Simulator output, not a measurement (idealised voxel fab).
Title: Process Module voxel gate over fins
It is cross-section cut that appears here, measuring 235 nm in width, its square cells being 5 nm in size.
In this document a cross-section is written as a grid of square cells. It is given as a series of bands, listed from the top down, and a band is one or more rows of cells.
Per band: top height and bottom height in nm, followed by the left-to-right materials and their widths in nm; "everywhere" marks a single material spanning edge to edge, "empty" marks empty space.
Height is counted from the level 0, under which the received wafer is composed throughout of one material. The lowest of the bands is not closed at the bottom but continues downward, in the notation "0 -> down".
Quick explanation for "30 to 40": the width changes in equal steps down the rows of cells, from the first number in the band's top row to the second number in its bottom row.
"same as before", as given for a step, is the statement that not any cell of the cross-section underwent a change during that step.
Closed-off voids of 8+ cells (no open route to the top) go in "Non-vented voids", written width x height at distance from the left edge, in nm.
It should be noted that, on the line of a given step, the content following the step's settings is a remark produced by the simulator itself with respect to that step.
"overlay nm" answers the question of how far to the right of plan the mask lay on a step that has a mask, and when it is negative the answer is to the left.

Here's what the planned process steps look like:
1. RECEIVE with material Si
2. CONFORMAL_DEP with material SiN, thk nm 10
3. DIRECTIONAL_DEP with material aC, thk nm 15
4. PATTERN with tone cover, mask id FINS, material resist, width nm 15, pitch nm 50, thk nm 30, overlay nm 0
5. DIRECTIONAL_ETCH with etch materials aC, depth nm 15
6. STRIP with etch materials resist
7. DIRECTIONAL_ETCH with etch materials SiN, depth nm 10
8. DIRECTIONAL_ETCH with etch materials Si, depth nm 30
9. STRIP with etch materials aC
10. FILL_DEP with material SiO2, thk nm 5
11. CMP with height nm 10
12. DIRECTIONAL_DEP with material aC, thk nm 15
13. PATTERN with tone open, mask id RAIL, material resist, width nm 15, thk nm 30, overlay nm 0
14. DIRECTIONAL_ETCH with etch materials aC, depth nm 15
15. STRIP with etch materials resist
16. DIRECTIONAL_ETCH with etch materials SiO2, depth nm 35
17. STRIP with etch materials aC
18. CONFORMAL_DEP with material TiN, thk nm 5
19. FILL_DEP with material W, thk nm 10
20. CMP with height nm 10
21. SELECTIVE_ETCH with etch materials W Ru TiN, depth nm 25
22. FILL_DEP with material SiO2, thk nm 5
23. CMP with height nm 10
24. SELECTIVE_ETCH with etch materials SiO2, depth nm 20
25. STRIP with etch materials SiN
26. CONFORMAL_DEP with material HfO2, thk nm 5
27. CONFORMAL_DEP with material TiN, thk nm 5
28. FILL_DEP with material W, thk nm 10
29. CMP with height nm 15
30. CONFORMAL_DEP with material SiCN, thk nm 10
Across this set of wafers, the varied parameter is the width nm of step 4. Starting conditions are identical for every wafer, and the plan reports the value assigned to the first wafer.

Here's the first of the wafers in cross-section, just as we got it, i.e. after step 1:
0 -> down  Si everywhere
Non-vented voids: none

Depicted here is the first of several wafers in cross-section, at module completion following the last step, step 30:
25 -> 15  SiCN everywhere
15 -> 10  W everywhere
10 -> 5  50 W / 35 TiN / 15 W / 35 TiN / 15 W / 35 TiN / 50 W
5 -> 0  50 W / 5 TiN / 25 HfO2 / 5 TiN / 15 W / 5 TiN / 25 HfO2 / 5 TiN / 15 W / 5 TiN / 25 HfO2 / 5 TiN / 50 W
0 -> -5  55 TiN / 5 HfO2 / 15 Si / 5 HfO2 / 25 TiN / 5 HfO2 / 15 Si / 5 HfO2 / 25 TiN / 5 HfO2 / 15 Si / 5 HfO2 / 55 TiN
-5 -> -10  60 HfO2 / 15 Si / 35 HfO2 / 15 Si / 35 HfO2 / 15 Si / 60 HfO2
-10 -> -15  60 SiO2 / 15 Si / 35 SiO2 / 15 Si / 35 SiO2 / 15 Si / 60 SiO2
-15 -> -20  60 SiO2 / 15 Si / 10 SiO2 / 5 TiN / 5 W / 5 TiN / 10 SiO2 / 15 Si / 35 SiO2 / 15 Si / 60 SiO2
-20 -> -25  60 SiO2 / 15 Si / 10 SiO2 / 15 TiN / 10 SiO2 / 15 Si / 35 SiO2 / 15 Si / 60 SiO2
-25 -> -30  60 SiO2 / 15 Si / 35 SiO2 / 15 Si / 35 SiO2 / 15 Si / 60 SiO2
-30 -> down  Si everywhere
Non-vented voids: none

End of module: cross-section, last of several wafers:
25 -> 15  SiCN everywhere
15 -> 10  W everywhere
10 -> 5  45 W / 150 TiN / 40 W
5 -> 0  45 W / 5 TiN / 40 HfO2 / 10 TiN / 40 HfO2 / 10 TiN / 40 HfO2 / 5 TiN / 40 W
0 -> -5  50 TiN / 5 HfO2 / 30 Si / 5 HfO2 / 10 TiN / 5 HfO2 / 30 Si / 5 HfO2 / 10 TiN / 5 HfO2 / 30 Si / 5 HfO2 / 45 TiN
-5 -> -10  55 HfO2 / 30 Si / 20 HfO2 / 30 Si / 20 HfO2 / 30 Si / 50 HfO2
-10 -> -15  55 SiO2 / 30 Si / 20 SiO2 / 30 Si / 20 SiO2 / 30 Si / 50 SiO2
-15 -> -20  55 SiO2 / 30 Si / 5 TiN / 5 W / 5 TiN / 5 SiO2 / 30 Si / 20 SiO2 / 30 Si / 50 SiO2
-20 -> -25  55 SiO2 / 30 Si / 15 TiN / 5 SiO2 / 30 Si / 20 SiO2 / 30 Si / 50 SiO2
-25 -> -30  55 SiO2 / 30 Si / 20 SiO2 / 30 Si / 20 SiO2 / 30 Si / 50 SiO2
-30 -> down  Si everywhere
Non-vented voids: none

Wafer rows, end of module: cells per material gained (+) or lost (-) since receipt; closed voids last:
width nm 15, +59 HfO2, -228 Si, +94 SiCN, +146 SiO2, +64 TiN, +100 W, Non-vented voids: none
width nm 20, +59 HfO2, -210 Si, +94 SiCN, +134 SiO2, +64 TiN, +94 W, Non-vented voids: none
width nm 25, +59 HfO2, -192 Si, +94 SiCN, +122 SiO2, +64 TiN, +88 W, Non-vented voids: none
width nm 30, +59 HfO2, -174 Si, +94 SiCN, +110 SiO2, +64 TiN, +82 W, Non-vented voids: none
